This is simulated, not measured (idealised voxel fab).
This is a process module. Its name is voxel plated lines.
Each square cell in cross-section cut measures 5 nm, and the section as a whole is 295 nm wide.
We lay out every cross-section as a grid of square cells and spell it out in bands from the top down, where one band means one or more rows of cells. The entry gives the band's vertical extent as a top height and a bottom height in nm, then its horizontal make-up as materials from left to right, each with a width in nm. "empty" stands for empty space; a single material marked "edge to edge" fills the band edge to edge. It should be noted that heights are counted from 0, beneath which the wafer as supplied is of one material throughout, and that the lowest band possesses no lower boundary but continues downward, as written in "0 and below". Per-row width for "30..40": begins at first number (top row of band), ends at second number (bottom row), increment between rows held constant. Step note "stayed the same" = no cross-section cell changed. Enclosed cavities: empty space of 8 cells or more with no open way to the top, each as width x height at its distance from the left edge, in nm. Read whatever lies past the settings on a step's line as the simulator's own remark about the step. overlay nm: how far to the right of its planned place the mask lay on this masked step (negative: to the left).

## Below is the list of planned process steps
1,RECEIVE (material Si)
2,CONFORMAL_DEP (material Al2O3; thk nm 15)
3,DIRECTIONAL_DEP (material TiN; thk nm 5)
4,PATTERN (tone open; mask id LINES; material resist; width nm 30; pitch nm 55; thk nm 20; overlay nm 0)
5,EPI (material Ru; thk nm 5)
6,STRIP (etch materials resist)
7,DIRECTIONAL_ETCH (etch materials TiN; depth nm 5)
8,CONFORMAL_DEP (material SiN; thk nm 10)

## The first of the two wafers, which ran as planned

## Shown in cross-section is the wafer as received, that is, as it stands after step 1
	0 and below | Si edge to edge
	Enclosed cavities: none

## Sectional view: wafer, after step 2
	15 down to 0 | Al2O3 edge to edge
	Below 0, the layers are the same as they were.

## Sectional view: wafer, after step 3
	20 down to 15 | TiN edge to edge
	Below 15, the layers are the same as they were.

## Sectional view: wafer, after step 4
	40 down to 20 | 105 resist | 30 empty | 25 resist | 30 empty | 105 resist
	Below 20, the layers are the same as they were.

## Sectional view: wafer, after step 5
	40 down to 25 | 105 resist | 30 empty | 25 resist | 30 empty | 105 resist
	25 down to 20 | 105 resist | 30 Ru | 25 resist | 30 Ru | 105 resist
	Below 20, the layers are the same as they were.

## Sectional view: wafer, after step 6
	25 down to 20 | 105 empty | 30 Ru | 25 empty | 30 Ru | 105 empty
	Below 20, the layers are the same as they were.

## Sectional view: wafer, after step 7
	25 down to 20 | 105 empty | 30 Ru | 25 empty | 30 Ru | 105 empty
	20 down to 15 | 105 empty | 30 TiN | 25 empty | 30 TiN | 105 empty
	Below 15, the layers are the same as they were.

## Sectional view: wafer, after step 8
	35 down to 25 | 95 empty | 50 SiN | 5 empty | 50 SiN | 95 empty
	25 down to 20 | 105 SiN | 30 Ru | 25 SiN | 30 Ru | 105 SiN
	20 down to 15 | 105 SiN | 30 TiN | 25 SiN | 30 TiN | 105 SiN
	Below 15, the layers are the same as they were.

## Companion wafer, the second of two: same beginning, same intended sequence, one mistake in carrying it out; through step 2 inclusive it tracks the first exactly

## Cross-section: second wafer, time at which step 3 was scheduled to end
	20 down to 15 | SiN edge to edge
	Below 15, the layers are the same as they were.

## Cross-section: second wafer, time at which step 4 was scheduled to end
	40 down to 20 | 105 resist | 30 empty | 25 resist | 30 empty | 105 resist
	Below 20, the layers are the same as they were.

Cross-section: second wafer, time at which step 5 was scheduled to end: stayed the same

## Cross-section: second wafer, time at which step 6 was scheduled to end
	20 down to 15 | SiN edge to edge
	Below 15, the layers are the same as they were.

Cross-section: second wafer, time at which step 7 was scheduled to end: stayed the same

## Cross-section: second wafer, time at which step 8 was scheduled to end
	30 down to 15 | SiN edge to edge
	Below 15, the layers are the same as they were.
Against the plan, the run slipped here: step 3 changed vs plan, executed as DIRECTIONAL_DEP (material SiN; thk nm 5)
The second wafer ends with more or fewer cells of some materials than the first, per final count: Ru: 12 fewer; SiN: 43 more; TiN: 12 fewer
